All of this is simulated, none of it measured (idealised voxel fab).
You're looking at the process module voxel self aligned vias.
The cross-section on display is named cut; it measures 285 nm wide, and its cells are 5 nm squares.
How to read a cross-section here: the picture is a grid of square cells, written as bands going from the top down, and any band can span one or more rows of cells. This entry defines a band. It first specifies the height of the band's top and the height of its bottom in nm, and then specifies the band's materials from left to right, stating each material with its width in nm. The word "throughout" identifies a single material that fills the band from edge to edge, while the word "blank" identifies empty space. Counting heights begins at 0, where everything beneath is, in the wafer as received, one material. The lowest band has no bottom; it goes on downwards, as "0..down" shows. A width such as "30 to 40" changes by the same amount from each row of cells to the next, from the band's top row to its bottom row. When a step is marked "all unchanged", none of the cells in the cross-section changed during that step. "Enclosed internal cavities": sealed empty spaces, 8 cells or more, no open way to top, listed width x height at distance, with distance from the left edge and width, height and distance in nm. after a step's settings: what the simulator itself notes on the step. overlay nm: how far to the right of its planned place the mask lay on this masked step (negative: to the left).

-- Process steps foreseen in the plan
1: RECEIVE,material Si
2: CONFORMAL_DEP,material SiO2,thk nm 15
3: CONFORMAL_DEP,material SiCN,thk nm 5
4: DIRECTIONAL_DEP,material SiO2,thk nm 25
5: DIRECTIONAL_DEP,material aC,thk nm 10
6: PATTERN,tone open,mask id LINES,material resist,width nm 20,pitch nm 55,thk nm 30,overlay nm 0
7: DIRECTIONAL_ETCH,etch materials aC,depth nm 10
8: STRIP,etch materials resist
9: DIRECTIONAL_ETCH,etch materials SiO2,depth nm 25
10: STRIP,etch materials aC
11: CONFORMAL_DEP,material TiN,thk nm 5
12: FILL_DEP,material Ru,thk nm 5
13: CMP,height nm 45
14: SELECTIVE_ETCH,etch materials W Ru TiN,depth nm 10
15: FILL_DEP,material SiN,thk nm 10
16: CMP,height nm 45
17: DIRECTIONAL_DEP,material SiO2,thk nm 20
18: PATTERN,tone open,mask id VIAS,material resist,width nm 30,pitch nm 55,thk nm 15,overlay nm 0
19: DIRECTIONAL_ETCH,etch materials SiO2,depth nm 20
20: DIRECTIONAL_ETCH,etch materials SiN,depth nm 10
21: STRIP,etch materials resist
22: CONFORMAL_DEP,material TiN,thk nm 5
23: FILL_DEP,material W,thk nm 10
24: CMP,height nm 65
25: CONFORMAL_DEP,material SiN,thk nm 5

-- As-received state of the wafer in cross-section, equivalent to post-step 1
> 0..down | Si throughout
> Enclosed internal cavities: none

-- Module complete - cross-section of the first of two wafers, run according to plan
> 70..65 | SiN throughout
> 65..50 | SiO2: 70, then TiN: 5, then W: 20, then TiN: 5, then SiO2: 25, then TiN: 5, then W: 20, then TiN: 5, then SiO2: 25, then TiN: 5, then W: 20, then TiN: 5, then SiO2: 75
> 50..40 | SiO2: 70 to 75, then TiN: 10 to 5, then W: 10, then TiN: 10 to 5, then SiO2: 25 to 35, then TiN: 10 to 5, then W: 10, then TiN: 10 to 5, then SiO2: 25 to 35, then TiN: 10 to 5, then W: 10, then TiN: 10 to 5, then SiO2: 75 to 80
> 40..35 | SiO2: 75, then TiN: 20, then SiO2: 35, then TiN: 20, then SiO2: 35, then TiN: 20, then SiO2: 80
> 35..25 | SiO2: 75, then TiN: 5, then Ru: 10, then TiN: 5, then SiO2: 35, then TiN: 5, then Ru: 10, then TiN: 5, then SiO2: 35, then TiN: 5, then Ru: 10, then TiN: 5, then SiO2: 80
> 25..20 | SiO2: 75, then TiN: 20, then SiO2: 35, then TiN: 20, then SiO2: 35, then TiN: 20, then SiO2: 80
> 20..15 | SiCN throughout
> 15..0 | SiO2 throughout
> 0..down | Si throughout
> Enclosed internal cavities: none

-- What the second wafer looks like in cross-section once the module is done. Its start and its plan matched the first wafer's exactly; what differed was one mistake in how it was run
> 70..65 | SiN throughout
> 65..50 | W: 65, then TiN: 5, then SiO2: 30, then TiN: 5, then W: 15, then TiN: 5, then SiO2: 30, then TiN: 5, then W: 15, then TiN: 5, then SiO2: 30, then TiN: 5, then W: 70
> 50..45 | TiN: 70, then SiO2: 30, then TiN: 25, then SiO2: 30, then TiN: 25, then SiO2: 30, then TiN: 75
> 45..35 | SiO2: 75, then SiN: 20, then SiO2: 35, then SiN: 20, then SiO2: 35, then SiN: 20, then SiO2: 80
> 35..25 | SiO2: 75, then TiN: 5, then Ru: 10, then TiN: 5, then SiO2: 35, then TiN: 5, then Ru: 10, then TiN: 5, then SiO2: 35, then TiN: 5, then Ru: 10, then TiN: 5, then SiO2: 80
> 25..20 | SiO2: 75, then TiN: 20, then SiO2: 35, then TiN: 20, then SiO2: 35, then TiN: 20, then SiO2: 80
> 20..15 | SiCN throughout
> 15..0 | SiO2 throughout
> 0..down | Si throughout
> Enclosed internal cavities: none
Processing error: step 18 deviated from plan and actually ran as PATTERN,tone cover,mask id VIAS,material resist,width nm 30,pitch nm 55,thk nm 15,overlay nm 0
End check, counted in cells, second wafer has more or fewer of these materials than the first: +24 SiN; -84 SiO2; +9 TiN; +51 W
